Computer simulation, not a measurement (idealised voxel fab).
process module | voxel ribs on slabs
cross-section cut | 265 nm wide | cells 5 nm
A cross-section is a grid of square cells, given in bands from the top down. A band is one or more rows of cells.
Each band's line starts with the height of the band's top and of its bottom, in nm. Then come its materials from left to right, each with its width in nm. One material with "throughout" fills the band from edge to edge. "air" is empty space.
Height 0 is the level under which the wafer as received is all one material. The lowest band goes on downwards, as in "0 down".
A width such as "30 to 40" changes by the same amount from each row of cells to the next, from the band's top row to its bottom row.
"no change" after a step means that no cell of the cross-section changed.
closed voids: empty space of 8 cells or more with no open way to the top, each as width x height at its distance from the left edge, in nm
after a step's settings: what the simulator itself notes on the step
overlay nm, on a step with a mask: how far to the right of its planned place the mask lay; to the left if negative
plan
1 op RECEIVE | material Si
2 op DIRECTIONAL_DEP | material SiO2 | thk nm 30
3 op DIRECTIONAL_DEP | material SiN | thk nm 25
4 op PATTERN | tone cover | mask id RIB | material resist | width nm 20 | thk nm 15 | overlay nm 0
5 op DIRECTIONAL_ETCH | etch materials SiN | depth nm 15
6 op STRIP | etch materials resist
7 op PATTERN | tone cover | mask id SLAB | material resist | width nm 70 | thk nm 20 | overlay nm 0
8 op DIRECTIONAL_ETCH | etch materials SiN | depth nm 10
9 op STRIP | etch materials resist
10 op FILL_DEP | material SiO2 | thk nm 15
11 op CMP | height nm 65
12 op DIRECTIONAL_DEP | material W | thk nm 5
13 op PATTERN | tone cover | mask id HEATER | material resist | width nm 30 | thk nm 15 | overlay nm 0
14 op DIRECTIONAL_ETCH | etch materials W | depth nm 5
15 op STRIP | etch materials resist
16 op CONFORMAL_DEP | material SiO2 | thk nm 10
as received, after step 1
  0 down: Si throughout
  closed voids: none
a wafer at the end: this start, this plan, one mistake
  80 to 75: air 105 | SiO2 55 | air 105
  75 to 70: SiO2 throughout
  70 to 65: SiO2 115 | W 35 | SiO2 115
  65 to 55: SiO2 throughout
  55 to 40: SiO2 120 | SiN 20 | SiO2 125
  40 to 30: SiO2 95 | SiN 70 | SiO2 100
  30 to 0: SiO2 throughout
  0 down: Si throughout
  closed voids: none
what went wrong: step 13 ran as: op PATTERN | tone cover | mask id HEATER | material resist | width nm 35 | thk nm 15 | overlay nm 0
